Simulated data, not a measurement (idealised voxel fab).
Process module in this document: voxel capacitor over wiring
The cross-section on display is named cut; it measures 295 nm wide, and its cells are 5 nm squares.
A cross-section in this document is a grid of square cells, and it is written down as bands, the top band listed before the ones below it; a band is made up of one or more rows of cells. Band entry format. Leading values: height of top, height of bottom, nm. Remainder: materials in left-to-right order, each with its width in nm. Special words: "full width" on a single material, which then fills the band edge to edge; "blank", empty space. Height is counted from the level 0, under which the received wafer is composed throughout of one material. The lowest of the bands is not closed at the bottom but continues downward, in the notation "z 0 and below". The two numbers in a width such as "30 to 40" mark its ends across the band: the first belongs to the top row of cells, the second to the bottom row, and from each row to the next the width moves by the same amount. "stayed the same" for a step: no cell of the cross-section changed in that step. Entry "Trapped voids". Content: empty spaces with no open connection to the top, size 8 cells or greater. Each: width x height at distance. Distance: from left edge. Unit: nm. Past the settings on a step's line: simulator remark, on that step. overlay nm: how far to the right of its planned place the mask lay on this masked step (negative: to the left).
Listed below are the process steps as planned
step 1: RECEIVE [material Si]
step 2: CONFORMAL_DEP [material SiO2] [thk nm 10]
step 3: DIRECTIONAL_DEP [material TiN] [thk nm 5]
step 4: DIRECTIONAL_DEP [material W] [thk nm 25]
step 5: MASKED_ETCH [tone cover] [mask id METAL_1] [width nm 20] [pitch nm 80] [etch materials W] [depth nm 25] [overlay nm 0]
step 6: MASKED_ETCH [tone cover] [mask id METAL_1] [width nm 20] [pitch nm 80] [etch materials TiN] [depth nm 5] [overlay nm 0]
step 7: FILL_DEP [material SiO2] [thk nm 5]
step 8: CMP [height nm 40]
step 9: CONFORMAL_DEP [material SiCN] [thk nm 5]
step 10: DIRECTIONAL_DEP [material SiO2] [thk nm 15]
step 11: DIRECTIONAL_DEP [material aC] [thk nm 10]
step 12: PATTERN [tone open] [mask id PLUG_1] [material resist] [width nm 15] [thk nm 25] [overlay nm 0]
step 13: DIRECTIONAL_ETCH [etch materials aC] [depth nm 10]
step 14: STRIP [etch materials resist]
step 15: DIRECTIONAL_ETCH [etch materials SiO2] [depth nm 15]
step 16: DIRECTIONAL_ETCH [etch materials SiCN] [depth nm 5]
step 17: STRIP [etch materials aC]
step 18: EPI [material Ru] [thk nm 10]
step 19: EPI [material Ru] [thk nm 10]
step 20: DIRECTIONAL_DEP [material TiN] [thk nm 5]
step 21: DIRECTIONAL_DEP [material Al2O3] [thk nm 5]
step 22: DIRECTIONAL_DEP [material TiN] [thk nm 10]
step 23: MASKED_ETCH [tone cover] [mask id UPPER_PLATE] [width nm 65] [etch materials TiN] [depth nm 10] [overlay nm 0]
step 24: MASKED_ETCH [tone cover] [mask id UPPER_PLATE] [width nm 65] [etch materials Al2O3] [depth nm 5] [overlay nm 0]
step 25: PATTERN [tone cover] [mask id LOWER_PLATE] [material resist] [width nm 75] [thk nm 15] [overlay nm 0]
step 26: DIRECTIONAL_ETCH [etch materials TiN] [depth nm 5]
step 27: STRIP [etch materials resist]
step 28: FILL_DEP [material SiO2] [thk nm 20]
step 29: CMP [height nm 95]
step 30: DIRECTIONAL_DEP [material aC] [thk nm 15]
step 31: PATTERN [tone open] [mask id PLUG_2] [material resist] [width nm 15] [thk nm 30] [overlay nm 0]
step 32: DIRECTIONAL_ETCH [etch materials aC] [depth nm 15]
step 33: STRIP [etch materials resist]
step 34: DIRECTIONAL_ETCH [etch materials SiO2] [depth nm 15]
step 35: STRIP [etch materials aC]
step 36: CONFORMAL_DEP [material TiN] [thk nm 5]
step 37: FILL_DEP [material Ru] [thk nm 5]
step 38: CMP [height nm 95]
step 39: CONFORMAL_DEP [material SiCN] [thk nm 5]
Delivered wafer in cross-section: state after step 1
* z 0 and below: Si full width
* Trapped voids: none
Post-module cross-section of the first of two wafers (run per plan)
* z 100 to 95: SiCN full width
* z 95 to 85: 110 nm SiO2  5 nm TiN  5 nm Ru  5 nm TiN  170 nm SiO2
* z 85 to 80: 110 nm SiO2  15 nm TiN  170 nm SiO2
* z 80 to 70: 100 nm SiO2  65 nm TiN  130 nm SiO2
* z 70 to 65: 100 nm SiO2  65 nm Al2O3  130 nm SiO2
* z 65 to 60: 95 nm SiO2  75 nm TiN  125 nm SiO2
* z 60 to 45: 100 nm SiO2  15 nm Ru  180 nm SiO2
* z 45 to 40: 100 nm SiCN  15 nm Ru  180 nm SiCN
* z 40 to 15: 95 nm SiO2  20 nm W  60 nm SiO2  20 nm W  100 nm SiO2
* z 15 to 10: 95 nm SiO2  20 nm TiN  60 nm SiO2  20 nm TiN  100 nm SiO2
* z 10 to 0: SiO2 full width
* z 0 and below: Si full width
* Trapped voids: none
Cross-section at end of module for the second wafer of two, which matched the first in starting point and plan and differed by one mistake in its processing
* z 100 to 95: SiCN full width
* z 95 to 90: 95 nm SiO2  75 nm TiN  125 nm SiO2
* z 90 to 70: Ru full width
* z 70 to 60: W full width
* z 60 to 45: SiO2 full width
* z 45 to 40: SiCN full width
* z 40 to 15: 95 nm SiO2  20 nm W  60 nm SiO2  20 nm W  100 nm SiO2
* z 15 to 10: 95 nm SiO2  20 nm TiN  60 nm SiO2  20 nm TiN  100 nm SiO2
* z 10 to 0: SiO2 full width
* z 0 and below: Si full width
* Trapped voids: none
So what did we get wrong on this run? step 11 ran with different settings than intended, the actual operation and settings being DIRECTIONAL_DEP [material W] [thk nm 10]
Looking at both finished wafers in cells, the second ends up ahead of or behind the first on some materials: Al2O3 -13 | Ru +222 | SiCN +3 | SiO2 -297 | TiN -33 | W +118
